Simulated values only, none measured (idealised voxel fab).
A process module follows: voxel ribs on slabs.
For reference, the cross-section in this document is cut, with width 265 nm and square cells of 5 nm.
How to read a cross-section here: the picture is a grid of square cells, written as bands going from the top down, and any band can span one or more rows of cells.
What a band's entry tells you: where the top is and where the bottom is, as heights in nm, and after that what lies inside, material by material from left to right, each with its width in nm. Empty space is written as the word "blank", and a single material marked with the word "edge to edge" occupies the band from edge to edge.
Basically, 0 is our baseline, since under it the wafer straight out of the box is all one material. The bottom band has no lower end and keeps on going down, so it looks like "0 nm and below".
The expression "30 to 40" gives the width at the extremes of the band, the first number at its top row of cells and the second at its bottom row, with the width changing by equal amounts from each row to the next in between.
"stayed the same" means the step left every cell of the cross-section as it was.
Entry "Sealed void listing" = empty spaces >= 8 cells with no open way to the top; each as width x height at distance, distance from left edge, all nm.
Where a step's line continues beyond its settings, the continuation is a remark by the simulator itself on that step.
overlay nm: how far to the right of its planned place the mask lay on this masked step (negative: to the left).

The steps planned for the process are as follows:
step 1: RECEIVE | material Si
step 2: DIRECTIONAL_DEP | material SiO2 | thk nm 30
step 3: DIRECTIONAL_DEP | material SiN | thk nm 20
step 4: PATTERN | tone cover | mask id RIB | material resist | width nm 30 | thk nm 20 | overlay nm 0
step 5: DIRECTIONAL_ETCH | etch materials SiN | depth nm 15
step 6: STRIP | etch materials resist
step 7: MASKED_ETCH | tone cover | mask id SLAB | width nm 90 | etch materials SiN | depth nm 5 | overlay nm 0
step 8: FILL_DEP | material SiO2 | thk nm 25
step 9: CMP | height nm 65
step 10: DIRECTIONAL_DEP | material TiN | thk nm 10
step 11: MASKED_ETCH | tone cover | mask id HEATER | width nm 40 | etch materials TiN | depth nm 10 | overlay nm 0
step 12: CONFORMAL_DEP | material SiN | thk nm 5

Received-state cross-section, reflecting completion of step 1:
    0 nm and below | Si edge to edge
    Sealed void listing: none

The cross-section shown corresponds to the wafer at the conclusion of the module. The initial structure and the process plan are those presented above; however, one mistake occurred in executing the plan:
    80 nm to 75 nm | blank: 105, then SiN: 50, then blank: 110
    75 nm to 70 nm | blank: 105, then SiN: 5, then TiN: 40, then SiN: 5, then blank: 110
    70 nm to 65 nm | SiN: 110, then TiN: 40, then SiN: 115
    65 nm to 50 nm | SiO2 edge to edge
    50 nm to 35 nm | SiO2: 115, then SiN: 30, then SiO2: 120
    35 nm to 30 nm | SiO2: 85, then SiN: 95, then SiO2: 85
    30 nm to 0 nm | SiO2 edge to edge
    0 nm and below | Si edge to edge
    Sealed void listing: none
Error vs. plan: in deviation from the planned setting, step 7 was conducted as MASKED_ETCH | tone cover | mask id SLAB | width nm 95 | etch materials SiN | depth nm 5 | overlay nm 0
